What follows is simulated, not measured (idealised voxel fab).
The document below concerns the process module designated voxel ribs on slabs.
FYI the section here is cut, 205 nm wide, cells are 5 nm squares.
Each cross-section below is a grid of square cells, stated as bands in top-down order, with one or more rows of cells making up each band.
Basically the band line says how high the top is and how high the bottom is, in nm, and then what's in it from left to right, every material with its width in nm. Empty space shows up as "blank", and if a single material carries "full width" it runs the full band edge to edge.
Counting heights begins at 0, where everything beneath is, in the wafer as received, one material. The lowest band has no bottom; it goes on downwards, as "0 -> down" shows.
Per-row width for "30->40": begins at first number (top row of band), ends at second number (bottom row), increment between rows held constant.
Any step labelled "nothing changed" changed none of the cells in the cross-section.
"Closed empty spaces" lists enclosed empty spaces (at least 8 cells, no open path upward to the top), each as width x height at distance from the left edge, in nm.
Anything after a step's settings on that line? It's the simulator's own note about the step.
overlay nm: mask right of planned place by this much (step with mask). Neg. = left.
[Process steps foreseen in the plan]
1) RECEIVE: material Si
2) DIRECTIONAL_DEP: material SiO2, thk nm 25
3) DIRECTIONAL_DEP: material SiN, thk nm 15
4) DIRECTIONAL_DEP: material aC, thk nm 15
5) PATTERN: tone cover, mask id RIB, material resist, width nm 20, thk nm 30, overlay nm 0
6) DIRECTIONAL_ETCH: etch materials aC, depth nm 15
7) STRIP: etch materials resist
8) DIRECTIONAL_ETCH: etch materials SiN, depth nm 5
9) STRIP: etch materials aC
10) MASKED_ETCH: tone cover, mask id SLAB, width nm 80, etch materials SiN, depth nm 10, overlay nm 0
11) FILL_DEP: material SiO2, thk nm 25
12) CMP: height nm 55
13) DIRECTIONAL_DEP: material TiN, thk nm 5
14) PATTERN: tone cover, mask id HEATER, material resist, width nm 30, thk nm 15, overlay nm 0
15) DIRECTIONAL_ETCH: etch materials TiN, depth nm 5
16) STRIP: etch materials resist
17) CONFORMAL_DEP: material SiO2, thk nm 10
[Incoming wafer in cross-section (state: after step 1)]
  0 -> down | Si full width
  Closed empty spaces: none
[Cross-section taken at module completion on the first of two wafers; processed per the plan]
  70 -> 65 | blank=75, then SiO2=50, then blank=80
  65 -> 60 | SiO2 full width
  60 -> 55 | SiO2=85, then TiN=30, then SiO2=90
  55 -> 40 | SiO2 full width
  40 -> 35 | SiO2=90, then SiN=20, then SiO2=95
  35 -> 25 | SiO2=60, then SiN=80, then SiO2=65
  25 -> 0 | SiO2 full width
  0 -> down | Si full width
  Closed empty spaces: none
[Second of two wafers, module complete, sectioned: it shares the first wafer's start and plan but was run with one mistake]
  70 -> 65 | blank=75, then SiO2=50, then blank=80
  65 -> 60 | SiO2 full width
  60 -> 55 | SiO2=85, then TiN=30, then SiO2=90
  55 -> 35 | SiO2 full width
  35 -> 30 | SiO2=90, then SiN=20, then SiO2=95
  30 -> 20 | SiO2=60, then SiN=80, then SiO2=65
  20 -> 0 | SiO2 full width
  0 -> down | Si full width
  Closed empty spaces: none
Nonconformance to the process plan: step 2, actual vs plan mismatch, actual run DIRECTIONAL_DEP: material SiO2, thk nm 20
By the end, you'd get the same cell count for each material on either wafer, but the second wafer puts them somewhere else.
